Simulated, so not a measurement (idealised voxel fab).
process module | voxel ribs on slabs
cross-section cut | 280 nm wide | cells 5 nm
A cross-section is a grid of square cells, given in bands from the top down. A band is one or more rows of cells.
Each band's line starts with the height of the band's top and of its bottom, in nm. Then come its materials from left to right, each with its width in nm. One material with "throughout" fills the band from edge to edge. "air" is empty space.
Height 0 is the level under which the wafer as received is all one material. The lowest band goes on downwards, as in "0 down".
A width such as "30 to 40" changes by the same amount from each row of cells to the next, from the band's top row to its bottom row.
"no change" after a step means that no cell of the cross-section changed.
closed voids: empty space of 8 cells or more with no open way to the top, each as width x height at its distance from the left edge, in nm
after a step's settings: what the simulator itself notes on the step
overlay nm, on a step with a mask: how far to the right of its planned place the mask lay; to the left if negative
plan
1 op RECEIVE | material Si
2 op DIRECTIONAL_DEP | material SiO2 | thk nm 25
3 op DIRECTIONAL_DEP | material SiN | thk nm 25
4 op DIRECTIONAL_DEP | material aC | thk nm 15
5 op PATTERN | tone cover | mask id RIB | material resist | width nm 30 | thk nm 30 | overlay nm 0
6 op DIRECTIONAL_ETCH | etch materials aC | depth nm 15
7 op STRIP | etch materials resist
8 op DIRECTIONAL_ETCH | etch materials SiN | depth nm 15
9 op STRIP | etch materials aC
10 op PATTERN | tone cover | mask id SLAB | material resist | width nm 60 | thk nm 20 | overlay nm 0
11 op DIRECTIONAL_ETCH | etch materials SiN | depth nm 10
12 op STRIP | etch materials resist
13 op FILL_DEP | material SiO2 | thk nm 20
14 op CMP | height nm 60
15 op DIRECTIONAL_DEP | material TiN | thk nm 5
16 op MASKED_ETCH | tone cover | mask id HEATER | width nm 40 | etch materials TiN | depth nm 5 | overlay nm 0
17 op CONFORMAL_DEP | material SiN | thk nm 5
as received, after step 1
  0 down: Si throughout
  closed voids: none
a wafer at the end: this start, this plan, one mistake
  65 to 60: air 120 | TiN 40 | air 120
  60 to 50: SiO2 throughout
  50 to 35: SiO2 125 | SiN 30 | SiO2 125
  35 to 25: SiO2 110 | SiN 60 | SiO2 110
  25 to 0: SiO2 throughout
  0 down: Si throughout
  closed voids: none
what went wrong: step 17 was left out
